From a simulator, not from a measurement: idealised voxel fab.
process module | voxel air gaps
cross-section cut | 270 nm wide | cells 5 nm
A cross-section is a grid of square cells, given in bands from the top down. A band is one or more rows of cells.
Each band's line starts with the height of the band's top and of its bottom, in nm. Then come its materials from left to right, each with its width in nm. One material with "throughout" fills the band from edge to edge. "air" is empty space.
Height 0 is the level under which the wafer as received is all one material. The lowest band goes on downwards, as in "0 down".
A width such as "30 to 40" changes by the same amount from each row of cells to the next, from the band's top row to its bottom row.
"no change" after a step means that no cell of the cross-section changed.
closed voids: empty space of 8 cells or more with no open way to the top, each as width x height at its distance from the left edge, in nm
after a step's settings: what the simulator itself notes on the step
overlay nm, on a step with a mask: how far to the right of its planned place the mask lay; to the left if negative
Each pair below shows a cross-section before one step and the cross-section after it, down to the lowest band that changed. The line under each pair gives the step between them, with its settings. The pairs can come from different runs of this module on the same starting wafer, so a pair continues from the pair above only where its "before" says so.
before
  0 down: Si throughout
  closed voids: none
after
  10 to 0: SiO2 throughout
  below 0: unchanged
  closed voids: none
the step between: op CONFORMAL_DEP | material SiO2 | thk nm 10
before: the cross-section after the pair above
after
  15 to 10: SiCN throughout
  below 10: unchanged
  closed voids: none
the step between: op CONFORMAL_DEP | material SiCN | thk nm 5
before: the cross-section after the pair above
after
  55 to 15: lowk throughout
  below 15: unchanged
  closed voids: none
the step between: op DIRECTIONAL_DEP | material lowk | thk nm 40
before: the cross-section after the pair above
after
  70 to 55: aC throughout
  below 55: unchanged
  closed voids: none
the step between: op DIRECTIONAL_DEP | material aC | thk nm 15
before: the cross-section after the pair above
after
  105 to 70: resist 85 | air 15 | resist 25 | air 15 | resist 25 | air 15 | resist 90
  below 70: unchanged
  closed voids: none
the step between: op PATTERN | tone open | mask id LINES | material resist | width nm 15 | pitch nm 40 | thk nm 35 | overlay nm 0
before: the cross-section after the pair above
after
  90 to 70: resist 85 | air 15 | resist 25 | air 15 | resist 25 | air 15 | resist 90
  70 to 55: aC 85 | air 15 | aC 25 | air 15 | aC 25 | air 15 | aC 90
  below 55: unchanged
  closed voids: none
the step between: op DIRECTIONAL_ETCH | etch materials aC | depth nm 15
before: the cross-section after the pair above
after
  70 to 55: aC 85 | air 15 | aC 25 | air 15 | aC 25 | air 15 | aC 90
  below 55: unchanged
  closed voids: none
the step between: op STRIP | etch materials resist
before: the cross-section after the pair above
after
  70 to 55: aC 85 | air 15 | aC 25 | air 15 | aC 25 | air 15 | aC 90
  55 to 15: lowk 85 | air 15 | lowk 25 | air 15 | lowk 25 | air 15 | lowk 90
  below 15: unchanged
  closed voids: none
the step between: op DIRECTIONAL_ETCH | etch materials lowk | depth nm 40
before: the cross-section after the pair above
after
  55 to 15: lowk 85 | air 15 | lowk 25 | air 15 | lowk 25 | air 15 | lowk 90
  below 15: unchanged
  closed voids: none
the step between: op STRIP | etch materials aC
before: the cross-section after the pair above
after
  60 to 55: TiN 90 | air 5 | TiN 35 | air 5 | TiN 35 | air 5 | TiN 95
  55 to 20: lowk 85 | TiN 5 | air 5 | TiN 5 | lowk 25 | TiN 5 | air 5 | TiN 5 | lowk 25 | TiN 5 | air 5 | TiN 5 | lowk 90
  20 to 15: lowk 85 | TiN 15 | lowk 25 | TiN 15 | lowk 25 | TiN 15 | lowk 90
  below 15: unchanged
  closed voids: none
the step between: op CONFORMAL_DEP | material TiN | thk nm 5
before: the cross-section after the pair above
after
  70 to 60: W throughout
  60 to 55: TiN 90 | W 5 | TiN 35 | W 5 | TiN 35 | W 5 | TiN 95
  55 to 20: lowk 85 | TiN 5 | W 5 | TiN 5 | lowk 25 | TiN 5 | W 5 | TiN 5 | lowk 25 | TiN 5 | W 5 | TiN 5 | lowk 90
  below 20: unchanged
  closed voids: none
the step between: op FILL_DEP | material W | thk nm 10
before: the cross-section after the pair above
after
  55 to 20: lowk 85 | TiN 5 | W 5 | TiN 5 | lowk 25 | TiN 5 | W 5 | TiN 5 | lowk 25 | TiN 5 | W 5 | TiN 5 | lowk 90
  below 20: unchanged
  closed voids: none
the step between: op CMP | height nm 55
before: the cross-section after the pair above
after
  65 to 55: air 75 | Ru 35 | air 5 | Ru 35 | air 5 | Ru 35 | air 80
  below 55: unchanged
  closed voids: none
the step between: op EPI | material Ru | thk nm 10
before: the cross-section after the pair above
after
  65 to 55: air 75 | Ru 35 | air 5 | Ru 35 | air 5 | Ru 35 | air 80
  55 to 20: air 85 | TiN 5 | W 5 | TiN 5 | air 25 | TiN 5 | W 5 | TiN 5 | air 25 | TiN 5 | W 5 | TiN 5 | air 90
  20 to 15: air 85 | TiN 15 | air 25 | TiN 15 | air 25 | TiN 15 | air 90
  below 15: unchanged
  closed voids: none
the step between: op SELECTIVE_ETCH | etch materials lowk | depth nm 50
before: the cross-section after the pair above
after
  70 to 65: air 70 | SiCN 125 | air 75
  65 to 55: air 70 | SiCN 5 | Ru 35 | SiCN 5 | Ru 35 | SiCN 5 | Ru 35 | SiCN 5 | air 75
  55 to 50: air 70 | SiCN 15 | TiN 5 | W 5 | TiN 5 | SiCN 25 | TiN 5 | W 5 | TiN 5 | SiCN 25 | TiN 5 | W 5 | TiN 5 | SiCN 15 | air 75
  50 to 20: air 80 | SiCN 5 | TiN 5 | W 5 | TiN 5 | SiCN 5 | air 15 | SiCN 5 | TiN 5 | W 5 | TiN 5 | SiCN 5 | air 15 | SiCN 5 | TiN 5 | W 5 | TiN 5 | SiCN 5 | air 85
  20 to 15: SiCN 85 | TiN 15 | SiCN 25 | TiN 15 | SiCN 25 | TiN 15 | SiCN 90
  below 15: unchanged
  closed voids: 15 x 30 at 105; 15 x 30 at 145
the step between: op CONFORMAL_DEP | material SiCN | thk nm 5
before
  10 to 0: SiO2 throughout
  0 down: Si throughout
  closed voids: none
after
  50 to 10: lowk throughout
  below 10: unchanged
  closed voids: none
the step between: op DIRECTIONAL_DEP | material lowk | thk nm 40
before: the cross-section after the pair above
after
  65 to 50: aC throughout
  below 50: unchanged
  closed voids: none
the step between: op DIRECTIONAL_DEP | material aC | thk nm 15
before: the cross-section after the pair above
after
  100 to 65: resist 85 | air 15 | resist 25 | air 15 | resist 25 | air 15 | resist 90
  below 65: unchanged
  closed voids: none
the step between: op PATTERN | tone open | mask id LINES | material resist | width nm 15 | pitch nm 40 | thk nm 35 | overlay nm 0
before: the cross-section after the pair above
after
  85 to 65: resist 85 | air 15 | resist 25 | air 15 | resist 25 | air 15 | resist 90
  65 to 50: aC 85 | air 15 | aC 25 | air 15 | aC 25 | air 15 | aC 90
  below 50: unchanged
  closed voids: none
the step between: op DIRECTIONAL_ETCH | etch materials aC | depth nm 15
before: the cross-section after the pair above
after
  65 to 50: aC 85 | air 15 | aC 25 | air 15 | aC 25 | air 15 | aC 90
  below 50: unchanged
  closed voids: none
the step between: op STRIP | etch materials resist
before: the cross-section after the pair above
after
  65 to 50: aC 85 | air 15 | aC 25 | air 15 | aC 25 | air 15 | aC 90
  50 to 10: lowk 85 | air 15 | lowk 25 | air 15 | lowk 25 | air 15 | lowk 90
  below 10: unchanged
  closed voids: none
the step between: op DIRECTIONAL_ETCH | etch materials lowk | depth nm 40
before: the cross-section after the pair above
after
  50 to 10: lowk 85 | air 15 | lowk 25 | air 15 | lowk 25 | air 15 | lowk 90
  below 10: unchanged
  closed voids: none
the step between: op STRIP | etch materials aC
before: the cross-section after the pair above
after
  55 to 50: TiN 90 | air 5 | TiN 35 | air 5 | TiN 35 | air 5 | TiN 95
  50 to 15: lowk 85 | TiN 5 | air 5 | TiN 5 | lowk 25 | TiN 5 | air 5 | TiN 5 | lowk 25 | TiN 5 | air 5 | TiN 5 | lowk 90
  15 to 10: lowk 85 | TiN 15 | lowk 25 | TiN 15 | lowk 25 | TiN 15 | lowk 90
  below 10: unchanged
  closed voids: none
the step between: op CONFORMAL_DEP | material TiN | thk nm 5
before: the cross-section after the pair above
after
  65 to 55: W throughout
  55 to 50: TiN 90 | W 5 | TiN 35 | W 5 | TiN 35 | W 5 | TiN 95
  50 to 15: lowk 85 | TiN 5 | W 5 | TiN 5 | lowk 25 | TiN 5 | W 5 | TiN 5 | lowk 25 | TiN 5 | W 5 | TiN 5 | lowk 90
  below 15: unchanged
  closed voids: none
the step between: op FILL_DEP | material W | thk nm 10
before: the cross-section after the pair above
after
  55 to 50: TiN 90 | W 5 | TiN 35 | W 5 | TiN 35 | W 5 | TiN 95
  below 50: unchanged
  closed voids: none
the step between: op CMP | height nm 55
before: the cross-section after the pair above
after
  65 to 55: Ru throughout
  below 55: unchanged
  closed voids: none
the step between: op EPI | material Ru | thk nm 10
before: the cross-section after the pair above
after
  70 to 65: SiCN throughout
  below 65: unchanged
  closed voids: none
the step between: op CONFORMAL_DEP | material SiCN | thk nm 5
before
  65 to 55: air 75 | Ru 35 | air 5 | Ru 35 | air 5 | Ru 35 | air 80
  55 to 20: lowk 85 | TiN 5 | W 5 | TiN 5 | lowk 25 | TiN 5 | W 5 | TiN 5 | lowk 25 | TiN 5 | W 5 | TiN 5 | lowk 90
  20 to 15: lowk 85 | TiN 15 | lowk 25 | TiN 15 | lowk 25 | TiN 15 | lowk 90
  15 to 10: SiCN throughout
  10 to 0: SiO2 throughout
  0 down: Si throughout
  closed voids: none
after
  75 to 55: air 65 | Ru 135 | air 70
  below 55: unchanged
  closed voids: none
the step between: op EPI | material Ru | thk nm 10
before: the cross-section after the pair above
after
  75 to 55: air 65 | Ru 135 | air 70
  55 to 20: air 85 | TiN 5 | W 5 | TiN 5 | lowk 25 | TiN 5 | W 5 | TiN 5 | lowk 25 | TiN 5 | W 5 | TiN 5 | air 90
  20 to 15: air 85 | TiN 15 | lowk 25 | TiN 15 | lowk 25 | TiN 15 | air 90
  below 15: unchanged
  closed voids: none
the step between: op SELECTIVE_ETCH | etch materials lowk | depth nm 50
before: the cross-section after the pair above
after
  80 to 75: air 60 | SiCN 145 | air 65
  75 to 55: air 60 | SiCN 5 | Ru 135 | SiCN 5 | air 65
  55 to 50: air 60 | SiCN 25 | TiN 5 | W 5 | TiN 5 | lowk 25 | TiN 5 | W 5 | TiN 5 | lowk 25 | TiN 5 | W 5 | TiN 5 | SiCN 25 | air 65
  50 to 20: air 80 | SiCN 5 | TiN 5 | W 5 | TiN 5 | lowk 25 | TiN 5 | W 5 | TiN 5 | lowk 25 | TiN 5 | W 5 | TiN 5 | SiCN 5 | air 85
  20 to 15: SiCN 85 | TiN 15 | lowk 25 | TiN 15 | lowk 25 | TiN 15 | SiCN 90
  below 15: unchanged
  closed voids: none
the step between: op CONFORMAL_DEP | material SiCN | thk nm 5
before
  50 to 10: lowk throughout
  10 to 0: SiO2 throughout
  0 down: Si throughout
  closed voids: none
after
  55 to 50: SiCN throughout
  below 50: unchanged
  closed voids: none
the step between: op CONFORMAL_DEP | material SiCN | thk nm 5
before: the cross-section after the pair above
after
  70 to 55: aC throughout
  below 55: unchanged
  closed voids: none
the step between: op DIRECTIONAL_DEP | material aC | thk nm 15
before: the cross-section after the pair above
after
  105 to 70: resist 85 | air 15 | resist 25 | air 15 | resist 25 | air 15 | resist 90
  below 70: unchanged
  closed voids: none
the step between: op PATTERN | tone open | mask id LINES | material resist | width nm 15 | pitch nm 40 | thk nm 35 | overlay nm 0
before: the cross-section after the pair above
after
  90 to 70: resist 85 | air 15 | resist 25 | air 15 | resist 25 | air 15 | resist 90
  70 to 55: aC 85 | air 15 | aC 25 | air 15 | aC 25 | air 15 | aC 90
  below 55: unchanged
  closed voids: none
the step between: op DIRECTIONAL_ETCH | etch materials aC | depth nm 15
before: the cross-section after the pair above
after
  70 to 55: aC 85 | air 15 | aC 25 | air 15 | aC 25 | air 15 | aC 90
  below 55: unchanged
  closed voids: none
the step between: op STRIP | etch materials resist
before: the cross-section after the pair above
after
  55 to 50: SiCN throughout
  below 50: unchanged
  closed voids: none
the step between: op STRIP | etch materials aC
before: the cross-section after the pair above
after
  60 to 55: TiN throughout
  below 55: unchanged
  closed voids: none
the step between: op CONFORMAL_DEP | material TiN | thk nm 5
before: the cross-section after the pair above
after
  70 to 60: W throughout
  below 60: unchanged
  closed voids: none
the step between: op FILL_DEP | material W | thk nm 10
before: the cross-section after the pair above
after
  55 to 50: SiCN throughout
  below 50: unchanged
  closed voids: none
the step between: op CMP | height nm 55
before: the cross-section after the pair above
after
  60 to 50: SiCN throughout
  below 50: unchanged
  closed voids: none
the step between: op CONFORMAL_DEP | material SiCN | thk nm 5
before
  0 down: Si throughout
  closed voids: none
after
  5 to 0: SiO2 throughout
  below 0: unchanged
  closed voids: none
the step between: op CONFORMAL_DEP | material SiO2 | thk nm 5
before: the cross-section after the pair above
after
  10 to 5: SiCN throughout
  below 5: unchanged
  closed voids: none
the step between: op CONFORMAL_DEP | material SiCN | thk nm 5
before: the cross-section after the pair above
after
  50 to 10: lowk throughout
  below 10: unchanged
  closed voids: none
the step between: op DIRECTIONAL_DEP | material lowk | thk nm 40
before: the cross-section after the pair above
after
  65 to 50: aC throughout
  below 50: unchanged
  closed voids: none
the step between: op DIRECTIONAL_DEP | material aC | thk nm 15
before: the cross-section after the pair above
after
  100 to 65: resist 85 | air 15 | resist 25 | air 15 | resist 25 | air 15 | resist 90
  below 65: unchanged
  closed voids: none
the step between: op PATTERN | tone open | mask id LINES | material resist | width nm 15 | pitch nm 40 | thk nm 35 | overlay nm 0
before: the cross-section after the pair above
after
  85 to 65: resist 85 | air 15 | resist 25 | air 15 | resist 25 | air 15 | resist 90
  65 to 50: aC 85 | air 15 | aC 25 | air 15 | aC 25 | air 15 | aC 90
  below 50: unchanged
  closed voids: none
the step between: op DIRECTIONAL_ETCH | etch materials aC | depth nm 15
before: the cross-section after the pair above
after
  65 to 50: aC 85 | air 15 | aC 25 | air 15 | aC 25 | air 15 | aC 90
  below 50: unchanged
  closed voids: none
the step between: op STRIP | etch materials resist
before: the cross-section after the pair above
after
  65 to 50: aC 85 | air 15 | aC 25 | air 15 | aC 25 | air 15 | aC 90
  50 to 10: lowk 85 | air 15 | lowk 25 | air 15 | lowk 25 | air 15 | lowk 90
  below 10: unchanged
  closed voids: none
the step between: op DIRECTIONAL_ETCH | etch materials lowk | depth nm 40
before: the cross-section after the pair above
after
  50 to 10: lowk 85 | air 15 | lowk 25 | air 15 | lowk 25 | air 15 | lowk 90
  below 10: unchanged
  closed voids: none
the step between: op STRIP | etch materials aC
before: the cross-section after the pair above
after
  55 to 50: TiN 90 | air 5 | TiN 35 | air 5 | TiN 35 | air 5 | TiN 95
  50 to 15: lowk 85 | TiN 5 | air 5 | TiN 5 | lowk 25 | TiN 5 | air 5 | TiN 5 | lowk 25 | TiN 5 | air 5 | TiN 5 | lowk 90
  15 to 10: lowk 85 | TiN 15 | lowk 25 | TiN 15 | lowk 25 | TiN 15 | lowk 90
  below 10: unchanged
  closed voids: none
the step between: op CONFORMAL_DEP | material TiN | thk nm 5
before: the cross-section after the pair above
after
  65 to 55: W throughout
  55 to 50: TiN 90 | W 5 | TiN 35 | W 5 | TiN 35 | W 5 | TiN 95
  50 to 15: lowk 85 | TiN 5 | W 5 | TiN 5 | lowk 25 | TiN 5 | W 5 | TiN 5 | lowk 25 | TiN 5 | W 5 | TiN 5 | lowk 90
  below 15: unchanged
  closed voids: none
the step between: op FILL_DEP | material W | thk nm 10
before: the cross-section after the pair above
after
  55 to 50: TiN 90 | W 5 | TiN 35 | W 5 | TiN 35 | W 5 | TiN 95
  below 50: unchanged
  closed voids: none
the step between: op CMP | height nm 55
before: the cross-section after the pair above
after
  65 to 55: Ru throughout
  below 55: unchanged
  closed voids: none
the step between: op EPI | material Ru | thk nm 10
before: the cross-section after the pair above
after
  70 to 65: SiCN throughout
  below 65: unchanged
  closed voids: none
the step between: op CONFORMAL_DEP | material SiCN | thk nm 5
before
  70 to 55: aC throughout
  55 to 15: lowk throughout
  15 to 10: SiCN throughout
  10 to 0: SiO2 throughout
  0 down: Si throughout
  closed voids: none
after
  105 to 70: resist 80 | air 25 | resist 15 | air 25 | resist 15 | air 25 | resist 85
  below 70: unchanged
  closed voids: none
the step between: op PATTERN | tone open | mask id LINES | material resist | width nm 25 | pitch nm 40 | thk nm 35 | overlay nm 0
before: the cross-section after the pair above
after
  90 to 70: resist 80 | air 25 | resist 15 | air 25 | resist 15 | air 25 | resist 85
  70 to 55: aC 80 | air 25 | aC 15 | air 25 | aC 15 | air 25 | aC 85
  below 55: unchanged
  closed voids: none
the step between: op DIRECTIONAL_ETCH | etch materials aC | depth nm 15
before: the cross-section after the pair above
after
  70 to 55: aC 80 | air 25 | aC 15 | air 25 | aC 15 | air 25 | aC 85
  below 55: unchanged
  closed voids: none
the step between: op STRIP | etch materials resist
before: the cross-section after the pair above
after
  70 to 55: aC 80 | air 25 | aC 15 | air 25 | aC 15 | air 25 | aC 85
  55 to 15: lowk 80 | air 25 | lowk 15 | air 25 | lowk 15 | air 25 | lowk 85
  below 15: unchanged
  closed voids: none
the step between: op DIRECTIONAL_ETCH | etch materials lowk | depth nm 40
before: the cross-section after the pair above
after
  55 to 15: lowk 80 | air 25 | lowk 15 | air 25 | lowk 15 | air 25 | lowk 85
  below 15: unchanged
  closed voids: none
the step between: op STRIP | etch materials aC
before: the cross-section after the pair above
after
  60 to 55: TiN 85 | air 15 | TiN 25 | air 15 | TiN 25 | air 15 | TiN 90
  55 to 20: lowk 80 | TiN 5 | air 15 | TiN 5 | lowk 15 | TiN 5 | air 15 | TiN 5 | lowk 15 | TiN 5 | air 15 | TiN 5 | lowk 85
  20 to 15: lowk 80 | TiN 25 | lowk 15 | TiN 25 | lowk 15 | TiN 25 | lowk 85
  below 15: unchanged
  closed voids: none
the step between: op CONFORMAL_DEP | material TiN | thk nm 5
before: the cross-section after the pair above
after
  70 to 60: W throughout
  60 to 55: TiN 85 | W 15 | TiN 25 | W 15 | TiN 25 | W 15 | TiN 90
  55 to 20: lowk 80 | TiN 5 | W 15 | TiN 5 | lowk 15 | TiN 5 | W 15 | TiN 5 | lowk 15 | TiN 5 | W 15 | TiN 5 | lowk 85
  below 20: unchanged
  closed voids: none
the step between: op FILL_DEP | material W | thk nm 10
before: the cross-section after the pair above
after
  55 to 20: lowk 80 | TiN 5 | W 15 | TiN 5 | lowk 15 | TiN 5 | W 15 | TiN 5 | lowk 15 | TiN 5 | W 15 | TiN 5 | lowk 85
  below 20: unchanged
  closed voids: none
the step between: op CMP | height nm 55
before: the cross-section after the pair above
after
  65 to 55: air 70 | Ru 125 | air 75
  below 55: unchanged
  closed voids: none
the step between: op EPI | material Ru | thk nm 10
before: the cross-section after the pair above
after
  65 to 55: air 70 | Ru 125 | air 75
  55 to 20: air 80 | TiN 5 | W 15 | TiN 5 | lowk 15 | TiN 5 | W 15 | TiN 5 | lowk 15 | TiN 5 | W 15 | TiN 5 | air 85
  20 to 15: air 80 | TiN 25 | lowk 15 | TiN 25 | lowk 15 | TiN 25 | air 85
  below 15: unchanged
  closed voids: none
the step between: op SELECTIVE_ETCH | etch materials lowk | depth nm 50
before: the cross-section after the pair above
after
  70 to 65: air 65 | SiCN 135 | air 70
  65 to 55: air 65 | SiCN 5 | Ru 125 | SiCN 5 | air 70
  55 to 50: air 65 | SiCN 15 | TiN 5 | W 15 | TiN 5 | lowk 15 | TiN 5 | W 15 | TiN 5 | lowk 15 | TiN 5 | W 15 | TiN 5 | SiCN 15 | air 70
  50 to 20: air 75 | SiCN 5 | TiN 5 | W 15 | TiN 5 | lowk 15 | TiN 5 | W 15 | TiN 5 | lowk 15 | TiN 5 | W 15 | TiN 5 | SiCN 5 | air 80
  20 to 15: SiCN 80 | TiN 25 | lowk 15 | TiN 25 | lowk 15 | TiN 25 | SiCN 85
  below 15: unchanged
  closed voids: none
the step between: op CONFORMAL_DEP | material SiCN | thk nm 5
before
  70 to 55: aC throughout
  55 to 15: lowk throughout
  15 to 10: SiCN throughout
  10 to 0: SiO2 throughout
  0 down: Si throughout
  closed voids: none
after
  105 to 70: resist 90 | air 15 | resist 25 | air 15 | resist 25 | air 15 | resist 85
  below 70: unchanged
  closed voids: none
the step between: op PATTERN | tone open | mask id LINES | material resist | width nm 15 | pitch nm 40 | thk nm 35 | overlay nm 5
before: the cross-section after the pair above
after
  90 to 70: resist 90 | air 15 | resist 25 | air 15 | resist 25 | air 15 | resist 85
  70 to 55: aC 90 | air 15 | aC 25 | air 15 | aC 25 | air 15 | aC 85
  below 55: unchanged
  closed voids: none
the step between: op DIRECTIONAL_ETCH | etch materials aC | depth nm 15
before: the cross-section after the pair above
after
  70 to 55: aC 90 | air 15 | aC 25 | air 15 | aC 25 | air 15 | aC 85
  below 55: unchanged
  closed voids: none
the step between: op STRIP | etch materials resist
before: the cross-section after the pair above
after
  70 to 55: aC 90 | air 15 | aC 25 | air 15 | aC 25 | air 15 | aC 85
  55 to 15: lowk 90 | air 15 | lowk 25 | air 15 | lowk 25 | air 15 | lowk 85
  below 15: unchanged
  closed voids: none
the step between: op DIRECTIONAL_ETCH | etch materials lowk | depth nm 40
before: the cross-section after the pair above
after
  55 to 15: lowk 90 | air 15 | lowk 25 | air 15 | lowk 25 | air 15 | lowk 85
  below 15: unchanged
  closed voids: none
the step between: op STRIP | etch materials aC
before: the cross-section after the pair above
after
  60 to 55: TiN 95 | air 5 | TiN 35 | air 5 | TiN 35 | air 5 | TiN 90
  55 to 20: lowk 90 | TiN 5 | air 5 | TiN 5 | lowk 25 | TiN 5 | air 5 | TiN 5 | lowk 25 | TiN 5 | air 5 | TiN 5 | lowk 85
  20 to 15: lowk 90 | TiN 15 | lowk 25 | TiN 15 | lowk 25 | TiN 15 | lowk 85
  below 15: unchanged
  closed voids: none
the step between: op CONFORMAL_DEP | material TiN | thk nm 5
before: the cross-section after the pair above
after
  70 to 60: W throughout
  60 to 55: TiN 95 | W 5 | TiN 35 | W 5 | TiN 35 | W 5 | TiN 90
  55 to 20: lowk 90 | TiN 5 | W 5 | TiN 5 | lowk 25 | TiN 5 | W 5 | TiN 5 | lowk 25 | TiN 5 | W 5 | TiN 5 | lowk 85
  below 20: unchanged
  closed voids: none
the step between: op FILL_DEP | material W | thk nm 10
before: the cross-section after the pair above
after
  55 to 20: lowk 90 | TiN 5 | W 5 | TiN 5 | lowk 25 | TiN 5 | W 5 | TiN 5 | lowk 25 | TiN 5 | W 5 | TiN 5 | lowk 85
  below 20: unchanged
  closed voids: none
the step between: op CMP | height nm 55
before: the cross-section after the pair above
after
  65 to 55: air 80 | Ru 35 | air 5 | Ru 35 | air 5 | Ru 35 | air 75
  below 55: unchanged
  closed voids: none
the step between: op EPI | material Ru | thk nm 10
before: the cross-section after the pair above
after
  65 to 55: air 80 | Ru 35 | air 5 | Ru 35 | air 5 | Ru 35 | air 75
  55 to 20: air 90 | TiN 5 | W 5 | TiN 5 | air 25 | TiN 5 | W 5 | TiN 5 | air 25 | TiN 5 | W 5 | TiN 5 | air 85
  20 to 15: air 90 | TiN 15 | air 25 | TiN 15 | air 25 | TiN 15 | air 85
  below 15: unchanged
  closed voids: none
the step between: op SELECTIVE_ETCH | etch materials lowk | depth nm 50
before: the cross-section after the pair above
after
  70 to 65: air 75 | SiCN 125 | air 70
  65 to 55: air 75 | SiCN 5 | Ru 35 | SiCN 5 | Ru 35 | SiCN 5 | Ru 35 | SiCN 5 | air 70
  55 to 50: air 75 | SiCN 15 | TiN 5 | W 5 | TiN 5 | SiCN 25 | TiN 5 | W 5 | TiN 5 | SiCN 25 | TiN 5 | W 5 | TiN 5 | SiCN 15 | air 70
  50 to 20: air 85 | SiCN 5 | TiN 5 | W 5 | TiN 5 | SiCN 5 | air 15 | SiCN 5 | TiN 5 | W 5 | TiN 5 | SiCN 5 | air 15 | SiCN 5 | TiN 5 | W 5 | TiN 5 | SiCN 5 | air 80
  20 to 15: SiCN 90 | TiN 15 | SiCN 25 | TiN 15 | SiCN 25 | TiN 15 | SiCN 85
  below 15: unchanged
  closed voids: 15 x 30 at 110; 15 x 30 at 150
the step between: op CONFORMAL_DEP | material SiCN | thk nm 5
before
  0 down: Si throughout
  closed voids: none
after
  10 to 0: Ru throughout
  below 0: unchanged
  closed voids: none
the step between: op CONFORMAL_DEP | material Ru | thk nm 10
before: the cross-section after the pair above
after
  15 to 10: SiCN throughout
  below 10: unchanged
  closed voids: none
the step between: op CONFORMAL_DEP | material SiCN | thk nm 5
before: the cross-section after the pair above
after
  55 to 15: lowk throughout
  below 15: unchanged
  closed voids: none
the step between: op DIRECTIONAL_DEP | material lowk | thk nm 40
before: the cross-section after the pair above
after
  70 to 55: aC throughout
  below 55: unchanged
  closed voids: none
the step between: op DIRECTIONAL_DEP | material aC | thk nm 15
before: the cross-section after the pair above
after
  105 to 70: resist 85 | air 15 | resist 25 | air 15 | resist 25 | air 15 | resist 90
  below 70: unchanged
  closed voids: none
the step between: op PATTERN | tone open | mask id LINES | material resist | width nm 15 | pitch nm 40 | thk nm 35 | overlay nm 0
before: the cross-section after the pair above
after
  90 to 70: resist 85 | air 15 | resist 25 | air 15 | resist 25 | air 15 | resist 90
  70 to 55: aC 85 | air 15 | aC 25 | air 15 | aC 25 | air 15 | aC 90
  below 55: unchanged
  closed voids: none
the step between: op DIRECTIONAL_ETCH | etch materials aC | depth nm 15
before: the cross-section after the pair above
after
  70 to 55: aC 85 | air 15 | aC 25 | air 15 | aC 25 | air 15 | aC 90
  below 55: unchanged
  closed voids: none
the step between: op STRIP | etch materials resist
before: the cross-section after the pair above
after
  70 to 55: aC 85 | air 15 | aC 25 | air 15 | aC 25 | air 15 | aC 90
  55 to 15: lowk 85 | air 15 | lowk 25 | air 15 | lowk 25 | air 15 | lowk 90
  below 15: unchanged
  closed voids: none
the step between: op DIRECTIONAL_ETCH | etch materials lowk | depth nm 40
before: the cross-section after the pair above
after
  55 to 15: lowk 85 | air 15 | lowk 25 | air 15 | lowk 25 | air 15 | lowk 90
  below 15: unchanged
  closed voids: none
the step between: op STRIP | etch materials aC
before: the cross-section after the pair above
after
  60 to 55: TiN 90 | air 5 | TiN 35 | air 5 | TiN 35 | air 5 | TiN 95
  55 to 20: lowk 85 | TiN 5 | air 5 | TiN 5 | lowk 25 | TiN 5 | air 5 | TiN 5 | lowk 25 | TiN 5 | air 5 | TiN 5 | lowk 90
  20 to 15: lowk 85 | TiN 15 | lowk 25 | TiN 15 | lowk 25 | TiN 15 | lowk 90
  below 15: unchanged
  closed voids: none
the step between: op CONFORMAL_DEP | material TiN | thk nm 5
before: the cross-section after the pair above
after
  70 to 60: W throughout
  60 to 55: TiN 90 | W 5 | TiN 35 | W 5 | TiN 35 | W 5 | TiN 95
  55 to 20: lowk 85 | TiN 5 | W 5 | TiN 5 | lowk 25 | TiN 5 | W 5 | TiN 5 | lowk 25 | TiN 5 | W 5 | TiN 5 | lowk 90
  below 20: unchanged
  closed voids: none
the step between: op FILL_DEP | material W | thk nm 10
before: the cross-section after the pair above
after
  55 to 20: lowk 85 | TiN 5 | W 5 | TiN 5 | lowk 25 | TiN 5 | W 5 | TiN 5 | lowk 25 | TiN 5 | W 5 | TiN 5 | lowk 90
  below 20: unchanged
  closed voids: none
the step between: op CMP | height nm 55
before: the cross-section after the pair above
after
  65 to 55: air 75 | Ru 35 | air 5 | Ru 35 | air 5 | Ru 35 | air 80
  below 55: unchanged
  closed voids: none
the step between: op EPI | material Ru | thk nm 10
before: the cross-section after the pair above
after
  65 to 55: air 75 | Ru 35 | air 5 | Ru 35 | air 5 | Ru 35 | air 80
  55 to 20: air 85 | TiN 5 | W 5 | TiN 5 | air 25 | TiN 5 | W 5 | TiN 5 | air 25 | TiN 5 | W 5 | TiN 5 | air 90
  20 to 15: air 85 | TiN 15 | air 25 | TiN 15 | air 25 | TiN 15 | air 90
  below 15: unchanged
  closed voids: none
the step between: op SELECTIVE_ETCH | etch materials lowk | depth nm 50
before: the cross-section after the pair above
after
  70 to 65: air 70 | SiCN 125 | air 75
  65 to 55: air 70 | SiCN 5 | Ru 35 | SiCN 5 | Ru 35 | SiCN 5 | Ru 35 | SiCN 5 | air 75
  55 to 50: air 70 | SiCN 15 | TiN 5 | W 5 | TiN 5 | SiCN 25 | TiN 5 | W 5 | TiN 5 | SiCN 25 | TiN 5 | W 5 | TiN 5 | SiCN 15 | air 75
  50 to 20: air 80 | SiCN 5 | TiN 5 | W 5 | TiN 5 | SiCN 5 | air 15 | SiCN 5 | TiN 5 | W 5 | TiN 5 | SiCN 5 | air 15 | SiCN 5 | TiN 5 | W 5 | TiN 5 | SiCN 5 | air 85
  20 to 15: SiCN 85 | TiN 15 | SiCN 25 | TiN 15 | SiCN 25 | TiN 15 | SiCN 90
  below 15: unchanged
  closed voids: 15 x 30 at 105; 15 x 30 at 145
the step between: op CONFORMAL_DEP | material SiCN | thk nm 5
before
  70 to 55: aC throughout
  55 to 15: lowk throughout
  15 to 10: SiCN throughout
  10 to 0: SiO2 throughout
  0 down: Si throughout
  closed voids: none
after
  105 to 70: air 85 | resist 15 | air 25 | resist 15 | air 25 | resist 15 | air 90
  below 70: unchanged
  closed voids: none
the step between: op PATTERN | tone cover | mask id LINES | material resist | width nm 15 | pitch nm 40 | thk nm 35 | overlay nm 0
before: the cross-section after the pair above
after
  90 to 70: air 85 | resist 15 | air 25 | resist 15 | air 25 | resist 15 | air 90
  70 to 55: air 85 | aC 15 | air 25 | aC 15 | air 25 | aC 15 | air 90
  below 55: unchanged
  closed voids: none
the step between: op DIRECTIONAL_ETCH | etch materials aC | depth nm 15
before: the cross-section after the pair above
after
  70 to 55: air 85 | aC 15 | air 25 | aC 15 | air 25 | aC 15 | air 90
  below 55: unchanged
  closed voids: none
the step between: op STRIP | etch materials resist
before: the cross-section after the pair above
after
  70 to 55: air 85 | aC 15 | air 25 | aC 15 | air 25 | aC 15 | air 90
  55 to 15: air 85 | lowk 15 | air 25 | lowk 15 | air 25 | lowk 15 | air 90
  below 15: unchanged
  closed voids: none
the step between: op DIRECTIONAL_ETCH | etch materials lowk | depth nm 40
before: the cross-section after the pair above
after
  55 to 15: air 85 | lowk 15 | air 25 | lowk 15 | air 25 | lowk 15 | air 90
  below 15: unchanged
  closed voids: none
the step between: op STRIP | etch materials aC
